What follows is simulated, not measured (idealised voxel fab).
The document below concerns the process module designated voxel wiring stack.
Cross-sectional view cut (width: 220 nm; square cell size: 5 nm).
A cross-section is a grid of square cells, given in bands from the top down. A band is one or more rows of cells. Top, bottom (nm), then materials left to right with widths (nm); lone material tagged "full width" fills the whole band edge to edge; "blank" = empty space. The reference from which all heights are counted is 0, the level beneath which the as-received wafer is entirely one material; the lowest band, having no lower bound, proceeds downward and is written after the example "0..down". With a width like "30..40", each row of cells in the band differs from the next by the same amount, the top row carrying the first number and the bottom row the second. Step marked "remained the same"? Then no cell in the cross-section changed in it. "Entrapped voids" - sealed voids, min. 8 cells, no opening to top; format: width x height at distance (distance from left edge; nm throughout). Text after the settings on a step's line: the simulator's own remark on that step. Among the settings permitted on a step's line is "overlay nm"; applied to a step with a mask, it specifies the extent to which the mask lay to the right of its planned position, whereas a negative figure signifies a position to the left.
# So here's the lineup of process steps we planned
1) RECEIVE with material Si
2) CONFORMAL_DEP with material SiO2, thk nm 10
3) DIRECTIONAL_DEP with material TiN, thk nm 5
4) DIRECTIONAL_DEP with material Ru, thk nm 20
5) DIRECTIONAL_DEP with material aC, thk nm 15
6) PATTERN with tone cover, mask id METAL_1, material resist, width nm 20, pitch nm 45, thk nm 35, overlay nm 0
7) DIRECTIONAL_ETCH with etch materials aC, depth nm 15
8) STRIP with etch materials resist
9) DIRECTIONAL_ETCH with etch materials Ru, depth nm 20
10) DIRECTIONAL_ETCH with etch materials TiN, depth nm 5
11) STRIP with etch materials aC
12) CONFORMAL_DEP with material SiCN, thk nm 5
13) FILL_DEP with material lowk, thk nm 5
14) CMP with height nm 35
15) CONFORMAL_DEP with material SiCN, thk nm 5
16) DIRECTIONAL_DEP with material lowk, thk nm 15
17) DIRECTIONAL_DEP with material aC, thk nm 10
18) PATTERN with tone open, mask id PLUG_1, material resist, width nm 15, pitch nm 45, thk nm 25, overlay nm 0
19) DIRECTIONAL_ETCH with etch materials aC, depth nm 10
20) STRIP with etch materials resist
21) DIRECTIONAL_ETCH with etch materials lowk, depth nm 15
22) DIRECTIONAL_ETCH with etch materials SiCN, depth nm 5
23) STRIP with etch materials aC
24) EPI with material Ru, thk nm 10
25) EPI with material Ru, thk nm 10
26) DIRECTIONAL_DEP with material TiN, thk nm 5
27) DIRECTIONAL_DEP with material W, thk nm 25
28) DIRECTIONAL_DEP with material aC, thk nm 15
29) PATTERN with tone cover, mask id METAL_2, material resist, width nm 20, pitch nm 45, thk nm 30, overlay nm 0
30) DIRECTIONAL_ETCH with etch materials aC, depth nm 15
31) STRIP with etch materials resist
32) DIRECTIONAL_ETCH with etch materials W, depth nm 25
33) DIRECTIONAL_ETCH with etch materials TiN, depth nm 5
34) STRIP with etch materials aC
35) FILL_DEP with material lowk, thk nm 10
36) CMP with height nm 85
37) CONFORMAL_DEP with material SiCN, thk nm 5
38) DIRECTIONAL_DEP with material lowk, thk nm 30
39) PATTERN with tone open, mask id METAL_3, material resist, width nm 20, pitch nm 45, thk nm 20, overlay nm 0
40) DIRECTIONAL_ETCH with etch materials lowk, depth nm 15
41) STRIP with etch materials resist
42) MASKED_ETCH with tone open, mask id METAL_3_HOLES, width nm 15, pitch nm 45, etch materials lowk, depth nm 15, overlay nm 0
43) MASKED_ETCH with tone open, mask id METAL_3_HOLES, width nm 15, pitch nm 45, etch materials SiCN, depth nm 5, overlay nm 0
44) CONFORMAL_DEP with material TiN, thk nm 5
45) FILL_DEP with material Cu, thk nm 5
46) CMP with height nm 120
47) CONFORMAL_DEP with material SiN, thk nm 5
# Cross-section of the wafer as it came to us, i.e., already through step 1
0..down  Si full width
Entrapped voids: none
# First of two wafers at the end of the module, shown in cross-section; run carried out as planned
125..120  SiN full width
120..110  75 lowk, 5 TiN, 10 Cu, 5 TiN, 25 lowk, 5 TiN, 10 Cu, 5 TiN, 80 lowk
110..105  75 lowk, 5 TiN, 5 Cu, 10 TiN, 25 lowk, 5 TiN, 5 Cu, 10 TiN, 80 lowk
105..90  75 lowk, 5 TiN, 5 Cu, 5 TiN, 30 lowk, 5 TiN, 5 Cu, 5 TiN, 85 lowk
90..85  75 SiCN, 15 TiN, 30 SiCN, 15 TiN, 85 SiCN
85..60  75 lowk, 20 W, 25 lowk, 20 W, 80 lowk
60..55  75 lowk, 20 TiN, 25 lowk, 20 TiN, 80 lowk
55..40  75 lowk, 15 Ru, 30 lowk, 15 Ru, 85 lowk
40..35  75 SiCN, 15 Ru, 30 SiCN, 15 Ru, 85 SiCN
35..15  70 lowk, 5 SiCN, 20 Ru, 5 SiCN, 15 lowk, 5 SiCN, 20 Ru, 5 SiCN, 75 lowk
15..10  75 SiCN, 20 TiN, 25 SiCN, 20 TiN, 80 SiCN
10..0  SiO2 full width
0..down  Si full width
Entrapped voids: none
# Cross-section at end of module for the second wafer of two, which matched the first in starting point and plan and differed by one mistake in its processing
125..120  SiN full width
120..110  75 lowk, 5 TiN, 10 Cu, 5 TiN, 25 lowk, 5 TiN, 10 Cu, 5 TiN, 80 lowk
110..105  75 lowk, 5 TiN, 5 Cu, 10 TiN, 25 lowk, 5 TiN, 5 Cu, 10 TiN, 80 lowk
105..90  75 lowk, 5 TiN, 5 Cu, 5 TiN, 30 lowk, 5 TiN, 5 Cu, 5 TiN, 85 lowk
90..85  75 SiCN, 15 TiN, 30 SiCN, 15 TiN, 85 SiCN
85..65  90 lowk, 5 W, 40 lowk, 5 W, 80 lowk
65..60  75 lowk, 20 W, 25 lowk, 20 W, 80 lowk
60..55  75 lowk, 15 W, 5 TiN, 25 lowk, 15 W, 5 TiN, 80 lowk
55..40  75 lowk, 15 W, 30 lowk, 15 W, 85 lowk
40..35  75 SiCN, 15 TiN, 30 SiCN, 15 TiN, 85 SiCN
35..15  SiO2 full width
15..10  TiN full width
10..0  SiO2 full width
0..down  Si full width
Entrapped voids: none
Where did the run depart from the plan? not per plan at step 4, really ran DIRECTIONAL_DEP with material SiO2, thk nm 20
Final cells, second wafer relative to first, materials higher or lower: Ru -56; SiCN -52; SiO2 +176; TiN +36; lowk -104
